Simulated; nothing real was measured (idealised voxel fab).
Proc. module: voxel capacitor over wiring
This is section cut - it's 200 nm across, gridded in 5 nm square cells.
If you're reading a cross-section in this doc, picture square cells in a grid; it comes to you as bands, top ones listed first down to the bottom, and a band can be one or more rows of cells.
For a band, the entry starts with two heights in nm, that of the top and then that of the bottom, and carries on with the band's materials in order from left to right, each alongside its width in nm; the word "edge to edge" beside a single material means it fills the band edge to edge, and "air" means empty space.
Where do heights start? At 0: under that level the wafer as delivered is made of one material only. And the lowest band has no floor; it just carries on downward, as in "0 -> down".
A two-number width, for instance "30..40", indicates that the width is equal to the first number in the top row of the band and to the second number in the bottom row, and that it changes by a constant amount per row of cells.
Take "all unchanged" at face value: in the step it is given for, the cross-section changed in none of its cells.
"Voids, fully enclosed": empty spaces of 8 cells or more with no open way to the top, each given as width x height at distance, distance from the left edge, all in nm.
Where a step's line continues beyond its settings, the continuation is a remark by the simulator itself on that step.
The optional step-line setting "overlay nm" applies to steps with a mask and quantifies how far to the right of its planned location the mask lay, a negative value indicating leftward placement.

The following list gives the planned process steps
1) RECEIVE [material Si]
2) CONFORMAL_DEP [material SiO2] [thk nm 10]
3) DIRECTIONAL_DEP [material TiN] [thk nm 5]
4) DIRECTIONAL_DEP [material W] [thk nm 15]
5) MASKED_ETCH [tone cover] [mask id METAL_1] [width nm 30] [pitch nm 90] [etch materials W] [depth nm 15] [overlay nm 0]
6) MASKED_ETCH [tone cover] [mask id METAL_1] [width nm 30] [pitch nm 90] [etch materials TiN] [depth nm 5] [overlay nm 0]
7) CONFORMAL_DEP [material SiCN] [thk nm 5]
8) FILL_DEP [material lowk] [thk nm 10]
9) CMP [height nm 30]
10) CONFORMAL_DEP [material SiCN] [thk nm 5]
11) DIRECTIONAL_DEP [material lowk] [thk nm 10]
12) PATTERN [tone open] [mask id PLUG_1] [material resist] [width nm 15] [thk nm 15] [overlay nm 0]
13) DIRECTIONAL_ETCH [etch materials lowk] [depth nm 10]
14) DIRECTIONAL_ETCH [etch materials SiCN] [depth nm 5]
15) STRIP [etch materials resist]
16) EPI [material Ru] [thk nm 10]
17) EPI [material Ru] [thk nm 5]
18) DIRECTIONAL_DEP [material TiN] [thk nm 5]
19) DIRECTIONAL_DEP [material HfO2] [thk nm 5]
20) DIRECTIONAL_DEP [material TiN] [thk nm 10]
21) DIRECTIONAL_DEP [material aC] [thk nm 10]
22) PATTERN [tone cover] [mask id UPPER_PLATE] [material resist] [width nm 65] [thk nm 25] [overlay nm 0]
23) DIRECTIONAL_ETCH [etch materials aC] [depth nm 10]
24) STRIP [etch materials resist]
25) DIRECTIONAL_ETCH [etch materials TiN] [depth nm 10]
26) DIRECTIONAL_ETCH [etch materials HfO2] [depth nm 5]
27) STRIP [etch materials aC]
28) PATTERN [tone cover] [mask id LOWER_PLATE] [material resist] [width nm 75] [thk nm 20] [overlay nm 0]
29) DIRECTIONAL_ETCH [etch materials TiN] [depth nm 5]
30) STRIP [etch materials resist]
31) FILL_DEP [material SiO2] [thk nm 20]
32) CMP [height nm 80]
33) DIRECTIONAL_DEP [material aC] [thk nm 10]
34) PATTERN [tone open] [mask id PLUG_2] [material resist] [width nm 15] [thk nm 30] [overlay nm 0]
35) DIRECTIONAL_ETCH [etch materials aC] [depth nm 10]
36) STRIP [etch materials resist]
37) DIRECTIONAL_ETCH [etch materials SiO2] [depth nm 15]
38) STRIP [etch materials aC]
39) CONFORMAL_DEP [material TiN] [thk nm 5]
40) FILL_DEP [material Cu] [thk nm 5]
41) CMP [height nm 80]
42) CONFORMAL_DEP [material SiCN] [thk nm 5]

First of the two wafers, run per plan

Cross-section of the wafer upon arrival, representing the state reached after step 1
- 0 -> down = Si edge to edge
- Voids, fully enclosed: none

Cross-section of the wafer after step 2
- 10 -> 0 = SiO2 edge to edge
- For the remainder of the cross-section, below 0, there is no change.

Cross-section of the wafer after step 3
- 15 -> 10 = TiN edge to edge
- For the remainder of the cross-section, below 10, there is no change.

Cross-section of the wafer after step 4
- 30 -> 15 = W edge to edge
- For the remainder of the cross-section, below 15, there is no change.

Cross-section of the wafer after step 5
- 30 -> 15 = air (40)  W (30)  air (60)  W (30)  air (40)
- For the remainder of the cross-section, below 15, there is no change.

Cross-section of the wafer after step 6
- 30 -> 15 = air (40)  W (30)  air (60)  W (30)  air (40)
- 15 -> 10 = air (40)  TiN (30)  air (60)  TiN (30)  air (40)
- For the remainder of the cross-section, below 10, there is no change.

Cross-section of the wafer after step 7
- 35 -> 30 = air (35)  SiCN (40)  air (50)  SiCN (40)  air (35)
- 30 -> 15 = air (35)  SiCN (5)  W (30)  SiCN (5)  air (50)  SiCN (5)  W (30)  SiCN (5)  air (35)
- 15 -> 10 = SiCN (40)  TiN (30)  SiCN (60)  TiN (30)  SiCN (40)
- For the remainder of the cross-section, below 10, there is no change.

Cross-section of the wafer after step 8
- 45 -> 35 = lowk edge to edge
- 35 -> 30 = lowk (35)  SiCN (40)  lowk (50)  SiCN (40)  lowk (35)
- 30 -> 15 = lowk (35)  SiCN (5)  W (30)  SiCN (5)  lowk (50)  SiCN (5)  W (30)  SiCN (5)  lowk (35)
- For the remainder of the cross-section, below 15, there is no change.

Cross-section of the wafer after step 9
- 30 -> 15 = lowk (35)  SiCN (5)  W (30)  SiCN (5)  lowk (50)  SiCN (5)  W (30)  SiCN (5)  lowk (35)
- For the remainder of the cross-section, below 15, there is no change.

Cross-section of the wafer after step 10
- 35 -> 30 = SiCN edge to edge
- For the remainder of the cross-section, below 30, there is no change.

Cross-section of the wafer after step 11
- 45 -> 35 = lowk edge to edge
- For the remainder of the cross-section, below 35, there is no change.

Cross-section of the wafer after step 12
- 60 -> 45 = resist (55)  air (15)  resist (130)
- For the remainder of the cross-section, below 45, there is no change.

Cross-section of the wafer after step 13
- 60 -> 45 = resist (55)  air (15)  resist (130)
- 45 -> 35 = lowk (55)  air (15)  lowk (130)
- For the remainder of the cross-section, below 35, there is no change.

Cross-section of the wafer after step 14
- 60 -> 45 = resist (55)  air (15)  resist (130)
- 45 -> 35 = lowk (55)  air (15)  lowk (130)
- 35 -> 30 = SiCN (55)  air (15)  SiCN (130)
- For the remainder of the cross-section, below 30, there is no change.

Cross-section of the wafer after step 15
- 45 -> 35 = lowk (55)  air (15)  lowk (130)
- For the remainder of the cross-section, below 35, there is no change.

Cross-section of the wafer after step 16
- 45 -> 40 = lowk (55)  air (15)  lowk (130)
- 40 -> 35 = lowk (55)  Ru (15)  lowk (130)
- 35 -> 30 = SiCN (55)  Ru (15)  SiCN (130)
- For the remainder of the cross-section, below 30, there is no change.

Cross-section of the wafer after step 17
- 45 -> 35 = lowk (55)  Ru (15)  lowk (130)
- For the remainder of the cross-section, below 35, there is no change.

Cross-section of the wafer after step 18
- 50 -> 45 = TiN edge to edge
- For the remainder of the cross-section, below 45, there is no change.

Cross-section of the wafer after step 19
- 55 -> 50 = HfO2 edge to edge
- For the remainder of the cross-section, below 50, there is no change.

Cross-section of the wafer after step 20
- 65 -> 55 = TiN edge to edge
- For the remainder of the cross-section, below 55, there is no change.

Cross-section of the wafer after step 21
- 75 -> 65 = aC edge to edge
- For the remainder of the cross-section, below 65, there is no change.

Cross-section of the wafer after step 22
- 100 -> 75 = air (55)  resist (65)  air (80)
- For the remainder of the cross-section, below 75, there is no change.

Cross-section of the wafer after step 23
- 90 -> 75 = air (55)  resist (65)  air (80)
- 75 -> 65 = air (55)  aC (65)  air (80)
- For the remainder of the cross-section, below 65, there is no change.

Cross-section of the wafer after step 24
- 75 -> 65 = air (55)  aC (65)  air (80)
- For the remainder of the cross-section, below 65, there is no change.

Cross-section of the wafer after step 25
- 75 -> 65 = air (55)  aC (65)  air (80)
- 65 -> 55 = air (55)  TiN (65)  air (80)
- For the remainder of the cross-section, below 55, there is no change.

Cross-section of the wafer after step 26
- 75 -> 65 = air (55)  aC (65)  air (80)
- 65 -> 55 = air (55)  TiN (65)  air (80)
- 55 -> 50 = air (55)  HfO2 (65)  air (80)
- For the remainder of the cross-section, below 50, there is no change.

Cross-section of the wafer after step 27
- 65 -> 55 = air (55)  TiN (65)  air (80)
- For the remainder of the cross-section, below 55, there is no change.

Cross-section of the wafer after step 28
- 85 -> 65 = air (50)  resist (75)  air (75)
- 65 -> 55 = air (50)  resist (5)  TiN (65)  resist (5)  air (75)
- 55 -> 50 = air (50)  resist (5)  HfO2 (65)  resist (5)  air (75)
- For the remainder of the cross-section, below 50, there is no change.

Cross-section of the wafer after step 29
- 85 -> 65 = air (50)  resist (75)  air (75)
- 65 -> 55 = air (50)  resist (5)  TiN (65)  resist (5)  air (75)
- 55 -> 50 = air (50)  resist (5)  HfO2 (65)  resist (5)  air (75)
- 50 -> 45 = air (50)  TiN (75)  air (75)
- For the remainder of the cross-section, below 45, there is no change.

Cross-section of the wafer after step 30
- 65 -> 55 = air (55)  TiN (65)  air (80)
- 55 -> 50 = air (55)  HfO2 (65)  air (80)
- For the remainder of the cross-section, below 50, there is no change.

Cross-section of the wafer after step 31
- 85 -> 65 = SiO2 edge to edge
- 65 -> 55 = SiO2 (55)  TiN (65)  SiO2 (80)
- 55 -> 50 = SiO2 (55)  HfO2 (65)  SiO2 (80)
- 50 -> 45 = SiO2 (50)  TiN (75)  SiO2 (75)
- For the remainder of the cross-section, below 45, there is no change.

Cross-section of the wafer after step 32
- 80 -> 65 = SiO2 edge to edge
- For the remainder of the cross-section, below 65, there is no change.

Cross-section of the wafer after step 33
- 90 -> 80 = aC edge to edge
- For the remainder of the cross-section, below 80, there is no change.

Cross-section of the wafer after step 34
- 120 -> 90 = resist (65)  air (15)  resist (120)
- For the remainder of the cross-section, below 90, there is no change.

Cross-section of the wafer after step 35
- 110 -> 90 = resist (65)  air (15)  resist (120)
- 90 -> 80 = aC (65)  air (15)  aC (120)
- For the remainder of the cross-section, below 80, there is no change.

Cross-section of the wafer after step 36
- 90 -> 80 = aC (65)  air (15)  aC (120)
- For the remainder of the cross-section, below 80, there is no change.

Cross-section of the wafer after step 37
- 90 -> 80 = aC (65)  air (15)  aC (120)
- 80 -> 65 = SiO2 (65)  air (15)  SiO2 (120)
- For the remainder of the cross-section, below 65, there is no change.

Cross-section of the wafer after step 38
- 80 -> 65 = SiO2 (65)  air (15)  SiO2 (120)
- For the remainder of the cross-section, below 65, there is no change.

Cross-section of the wafer after step 39
- 85 -> 80 = TiN (70)  air (5)  TiN (125)
- 80 -> 70 = SiO2 (65)  TiN (5)  air (5)  TiN (5)  SiO2 (120)
- 70 -> 65 = SiO2 (65)  TiN (15)  SiO2 (120)
- For the remainder of the cross-section, below 65, there is no change.

Cross-section of the wafer after step 40
- 90 -> 85 = Cu edge to edge
- 85 -> 80 = TiN (70)  Cu (5)  TiN (125)
- 80 -> 70 = SiO2 (65)  TiN (5)  Cu (5)  TiN (5)  SiO2 (120)
- For the remainder of the cross-section, below 70, there is no change.

Cross-section of the wafer after step 41
- 80 -> 70 = SiO2 (65)  TiN (5)  Cu (5)  TiN (5)  SiO2 (120)
- For the remainder of the cross-section, below 70, there is no change.

Cross-section of the wafer after step 42
- 85 -> 80 = SiCN edge to edge
- For the remainder of the cross-section, below 80, there is no change.

Wafer two. Identical start, identical plan. One mistake in execution. Identical history through step 4

Second wafer: cross-section at the scheduled end of step 5
- 30 -> 15 = W (40)  air (30)  W (60)  air (30)  W (40)
- For the remainder of the cross-section, below 15, there is no change.

Second wafer: cross-section at the scheduled end of step 6: all unchanged

Second wafer: cross-section at the scheduled end of step 7
- 35 -> 30 = SiCN (45)  air (20)  SiCN (70)  air (20)  SiCN (45)
- 30 -> 20 = W (40)  SiCN (5)  air (20)  SiCN (5)  W (60)  SiCN (5)  air (20)  SiCN (5)  W (40)
- 20 -> 15 = W (40)  SiCN (30)  W (60)  SiCN (30)  W (40)
- For the remainder of the cross-section, below 15, there is no change.

Second wafer: cross-section at the scheduled end of step 8
- 45 -> 35 = lowk edge to edge
- 35 -> 30 = SiCN (45)  lowk (20)  SiCN (70)  lowk (20)  SiCN (45)
- 30 -> 20 = W (40)  SiCN (5)  lowk (20)  SiCN (5)  W (60)  SiCN (5)  lowk (20)  SiCN (5)  W (40)
- For the remainder of the cross-section, below 20, there is no change.

Second wafer: cross-section at the scheduled end of step 9
- 30 -> 20 = W (40)  SiCN (5)  lowk (20)  SiCN (5)  W (60)  SiCN (5)  lowk (20)  SiCN (5)  W (40)
- For the remainder of the cross-section, below 20, there is no change.

Second wafer: cross-section at the scheduled end of step 10
- 35 -> 30 = SiCN edge to edge
- For the remainder of the cross-section, below 30, there is no change.

Second wafer: cross-section at the scheduled end of step 11
- 45 -> 35 = lowk edge to edge
- For the remainder of the cross-section, below 35, there is no change.

Second wafer: cross-section at the scheduled end of step 12
- 60 -> 45 = resist (55)  air (15)  resist (130)
- For the remainder of the cross-section, below 45, there is no change.

Second wafer: cross-section at the scheduled end of step 13
- 60 -> 45 = resist (55)  air (15)  resist (130)
- 45 -> 35 = lowk (55)  air (15)  lowk (130)
- For the remainder of the cross-section, below 35, there is no change.

Second wafer: cross-section at the scheduled end of step 14
- 60 -> 45 = resist (55)  air (15)  resist (130)
- 45 -> 35 = lowk (55)  air (15)  lowk (130)
- 35 -> 30 = SiCN (55)  air (15)  SiCN (130)
- For the remainder of the cross-section, below 30, there is no change.

Second wafer: cross-section at the scheduled end of step 15
- 45 -> 35 = lowk (55)  air (15)  lowk (130)
- For the remainder of the cross-section, below 35, there is no change.

Second wafer: cross-section at the scheduled end of step 16: all unchanged

Second wafer: cross-section at the scheduled end of step 17: all unchanged

Second wafer: cross-section at the scheduled end of step 18
- 50 -> 45 = TiN (55)  air (15)  TiN (130)
- 45 -> 35 = lowk (55)  air (15)  lowk (130)
- 35 -> 30 = SiCN (55)  TiN (15)  SiCN (130)
- For the remainder of the cross-section, below 30, there is no change.

Second wafer: cross-section at the scheduled end of step 19
- 55 -> 50 = HfO2 (55)  air (15)  HfO2 (130)
- 50 -> 45 = TiN (55)  air (15)  TiN (130)
- 45 -> 40 = lowk (55)  air (15)  lowk (130)
- 40 -> 35 = lowk (55)  HfO2 (15)  lowk (130)
- For the remainder of the cross-section, below 35, there is no change.

Second wafer: cross-section at the scheduled end of step 20
- 65 -> 55 = TiN (55)  air (15)  TiN (130)
- 55 -> 50 = HfO2 (55)  air (15)  HfO2 (130)
- 50 -> 45 = TiN edge to edge
- 45 -> 40 = lowk (55)  TiN (15)  lowk (130)
- For the remainder of the cross-section, below 40, there is no change.

Second wafer: cross-section at the scheduled end of step 21
- 75 -> 65 = aC (55)  air (15)  aC (130)
- 65 -> 60 = TiN (55)  air (15)  TiN (130)
- 60 -> 55 = TiN (55)  aC (15)  TiN (130)
- 55 -> 50 = HfO2 (55)  aC (15)  HfO2 (130)
- For the remainder of the cross-section, below 50, there is no change.

Second wafer: cross-section at the scheduled end of step 22
- 100 -> 75 = air (55)  resist (65)  air (80)
- 75 -> 65 = aC (55)  resist (15)  aC (130)
- 65 -> 60 = TiN (55)  resist (15)  TiN (130)
- For the remainder of the cross-section, below 60, there is no change.

Second wafer: cross-section at the scheduled end of step 23
- 90 -> 75 = air (55)  resist (65)  air (80)
- 75 -> 65 = air (55)  resist (15)  aC (50)  air (80)
- For the remainder of the cross-section, below 65, there is no change.

Second wafer: cross-section at the scheduled end of step 24
- 75 -> 65 = air (70)  aC (50)  air (80)
- 65 -> 60 = TiN (55)  air (15)  TiN (130)
- For the remainder of the cross-section, below 60, there is no change.

Second wafer: cross-section at the scheduled end of step 25
- 75 -> 65 = air (70)  aC (50)  air (80)
- 65 -> 60 = air (70)  TiN (50)  air (80)
- 60 -> 55 = air (55)  aC (15)  TiN (50)  air (80)
- For the remainder of the cross-section, below 55, there is no change.

Second wafer: cross-section at the scheduled end of step 26
- 75 -> 65 = air (70)  aC (50)  air (80)
- 65 -> 60 = air (70)  TiN (50)  air (80)
- 60 -> 55 = air (55)  aC (15)  TiN (50)  air (80)
- 55 -> 50 = air (55)  aC (15)  HfO2 (50)  air (80)
- For the remainder of the cross-section, below 50, there is no change.

Second wafer: cross-section at the scheduled end of step 27
- 65 -> 55 = air (70)  TiN (50)  air (80)
- 55 -> 50 = air (70)  HfO2 (50)  air (80)
- For the remainder of the cross-section, below 50, there is no change.

Second wafer: cross-section at the scheduled end of step 28
- 85 -> 65 = air (50)  resist (75)  air (75)
- 65 -> 55 = air (50)  resist (20)  TiN (50)  resist (5)  air (75)
- 55 -> 50 = air (50)  resist (20)  HfO2 (50)  resist (5)  air (75)
- For the remainder of the cross-section, below 50, there is no change.

Second wafer: cross-section at the scheduled end of step 29
- 85 -> 65 = air (50)  resist (75)  air (75)
- 65 -> 55 = air (50)  resist (20)  TiN (50)  resist (5)  air (75)
- 55 -> 50 = air (50)  resist (20)  HfO2 (50)  resist (5)  air (75)
- 50 -> 45 = air (50)  TiN (75)  air (75)
- For the remainder of the cross-section, below 45, there is no change.

Second wafer: cross-section at the scheduled end of step 30
- 65 -> 55 = air (70)  TiN (50)  air (80)
- 55 -> 50 = air (70)  HfO2 (50)  air (80)
- For the remainder of the cross-section, below 50, there is no change.

Second wafer: cross-section at the scheduled end of step 31
- 85 -> 65 = SiO2 edge to edge
- 65 -> 55 = SiO2 (70)  TiN (50)  SiO2 (80)
- 55 -> 50 = SiO2 (70)  HfO2 (50)  SiO2 (80)
- 50 -> 45 = SiO2 (50)  TiN (75)  SiO2 (75)
- For the remainder of the cross-section, below 45, there is no change.

Second wafer: cross-section at the scheduled end of step 32
- 80 -> 65 = SiO2 edge to edge
- For the remainder of the cross-section, below 65, there is no change.

Second wafer: cross-section at the scheduled end of step 33
- 90 -> 80 = aC edge to edge
- For the remainder of the cross-section, below 80, there is no change.

Second wafer: cross-section at the scheduled end of step 34
- 120 -> 90 = resist (65)  air (15)  resist (120)
- For the remainder of the cross-section, below 90, there is no change.

Second wafer: cross-section at the scheduled end of step 35
- 110 -> 90 = resist (65)  air (15)  resist (120)
- 90 -> 80 = aC (65)  air (15)  aC (120)
- For the remainder of the cross-section, below 80, there is no change.

Second wafer: cross-section at the scheduled end of step 36
- 90 -> 80 = aC (65)  air (15)  aC (120)
- For the remainder of the cross-section, below 80, there is no change.

Second wafer: cross-section at the scheduled end of step 37
- 90 -> 80 = aC (65)  air (15)  aC (120)
- 80 -> 65 = SiO2 (65)  air (15)  SiO2 (120)
- For the remainder of the cross-section, below 65, there is no change.

Second wafer: cross-section at the scheduled end of step 38
- 80 -> 65 = SiO2 (65)  air (15)  SiO2 (120)
- For the remainder of the cross-section, below 65, there is no change.

Second wafer: cross-section at the scheduled end of step 39
- 85 -> 80 = TiN (70)  air (5)  TiN (125)
- 80 -> 70 = SiO2 (65)  TiN (5)  air (5)  TiN (5)  SiO2 (120)
- 70 -> 65 = SiO2 (65)  TiN (15)  SiO2 (120)
- For the remainder of the cross-section, below 65, there is no change.

Second wafer: cross-section at the scheduled end of step 40
- 90 -> 85 = Cu edge to edge
- 85 -> 80 = TiN (70)  Cu (5)  TiN (125)
- 80 -> 70 = SiO2 (65)  TiN (5)  Cu (5)  TiN (5)  SiO2 (120)
- For the remainder of the cross-section, below 70, there is no change.

Second wafer: cross-section at the scheduled end of step 41
- 80 -> 70 = SiO2 (65)  TiN (5)  Cu (5)  TiN (5)  SiO2 (120)
- For the remainder of the cross-section, below 70, there is no change.

Second wafer: cross-section at the scheduled end of step 42
- 85 -> 80 = SiCN edge to edge
- For the remainder of the cross-section, below 80, there is no change.
The mistake made against the process plan was this: it should be noted that step 5 was executed with settings other than those planned, the operation and settings actually applied being MASKED_ETCH [tone open] [mask id METAL_1] [width nm 30] [pitch nm 90] [etch materials W] [depth nm 15] [overlay nm 0]
Once processing is complete, comparing cell counts shows that the second wafer has more or fewer of certain materials than the first: Ru -9 | SiCN -20 | SiO2 +9 | TiN +28 | W +48 | lowk -56
